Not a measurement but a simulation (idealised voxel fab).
This is a process module. Its name is voxel released beams.
Section shown: cut. Width: 150 nm. Cell size: 5 nm, square.
Cross-section layout: square cells on a grid; listed as bands, top to bottom; a band spans one or more cell rows.
Per band: top height and bottom height in nm, followed by the left-to-right materials and their widths in nm; "full width" marks a single material spanning edge to edge, "empty" marks empty space.
Convention: height 0 is the level below which the wafer, as received, is all one material. The lowest band does not terminate at the bottom but continues downward, represented as "z 0 and below".
A two-number width, for instance "30 to 40", indicates that the width is equal to the first number in the top row of the band and to the second number in the bottom row, and that it changes by a constant amount per row of cells.
"stayed the same" after a step means that no cell of the cross-section changed.
The label "Closed void catalog" introduces a list of the empty spaces, 8 cells or larger, that have no open way up to the top; each entry in it reads width x height at distance, where the distance is taken from the left edge and all three are stated in nm.
after a step's settings: what the simulator itself notes on the step
"overlay nm", when on a step's line for a step with a mask, measures how far to the right of its planned place the mask lay; a negative measure means to the left.
PROCESS STEPS FORESEEN IN THE PLAN
step 1: RECEIVE [material Si]
step 2: CONFORMAL_DEP [material Al2O3] [thk nm 5]
step 3: DIRECTIONAL_DEP [material SiO2] [thk nm 20]
step 4: DIRECTIONAL_DEP [material aC] [thk nm 10]
step 5: PATTERN [tone open] [mask id ANCHOR] [material resist] [width nm 40] [thk nm 30] [overlay nm 0]
step 6: DIRECTIONAL_ETCH [etch materials aC] [depth nm 10]
step 7: STRIP [etch materials resist]
step 8: DIRECTIONAL_ETCH [etch materials SiO2] [depth nm 20]
step 9: STRIP [etch materials aC]
step 10: CONFORMAL_DEP [material polySi] [thk nm 15]
step 11: PATTERN [tone cover] [mask id BEAM] [material resist] [width nm 115] [thk nm 15] [overlay nm 0]
step 12: DIRECTIONAL_ETCH [etch materials polySi] [depth nm 15]
step 13: STRIP [etch materials resist]
step 14: STRIP [etch materials SiO2]
AS RECEIVED, AFTER STEP 1
* z 0 and below  Si full width
* Closed void catalog: none
THE FIRST OF THE TWO WAFERS AS SEEN IN CROSS-SECTION ONCE THE MODULE WAS FINISHED; PROCESSING FOLLOWED THE PLAN
* z 40 to 25  15 nm empty  20 nm polySi  10 nm empty  85 nm polySi  20 nm empty
* z 25 to 20  20 nm empty  15 nm polySi  10 nm empty  15 nm polySi  90 nm empty
* z 20 to 5  20 nm empty  40 nm polySi  90 nm empty
* z 5 to 0  Al2O3 full width
* z 0 and below  Si full width
* Closed void catalog: none
SECOND WAFER OF THE TWO, SECTIONED AT THE END OF THE MODULE. IT BEGAN LIKE THE FIRST AND FOLLOWED THE SAME PLAN, BUT ONE MISTAKE WAS MADE WHILE RUNNING IT
* z 40 to 25  15 nm empty  60 nm polySi  75 nm empty
* z 25 to 20  5 nm empty  15 nm polySi  40 nm SiO2  15 nm polySi  75 nm empty
* z 20 to 5  5 nm empty  15 nm polySi  40 nm SiO2  70 nm polySi  20 nm empty
* z 5 to 0  Al2O3 full width
* z 0 and below  Si full width
* Closed void catalog: none
Processing error: contrary to plan, step 5 was performed as PATTERN [tone cover] [mask id ANCHOR] [material resist] [width nm 40] [thk nm 30] [overlay nm 0]
Looking at both finished wafers in cells, the second ends up ahead of or behind the first on some materials: +32 SiO2
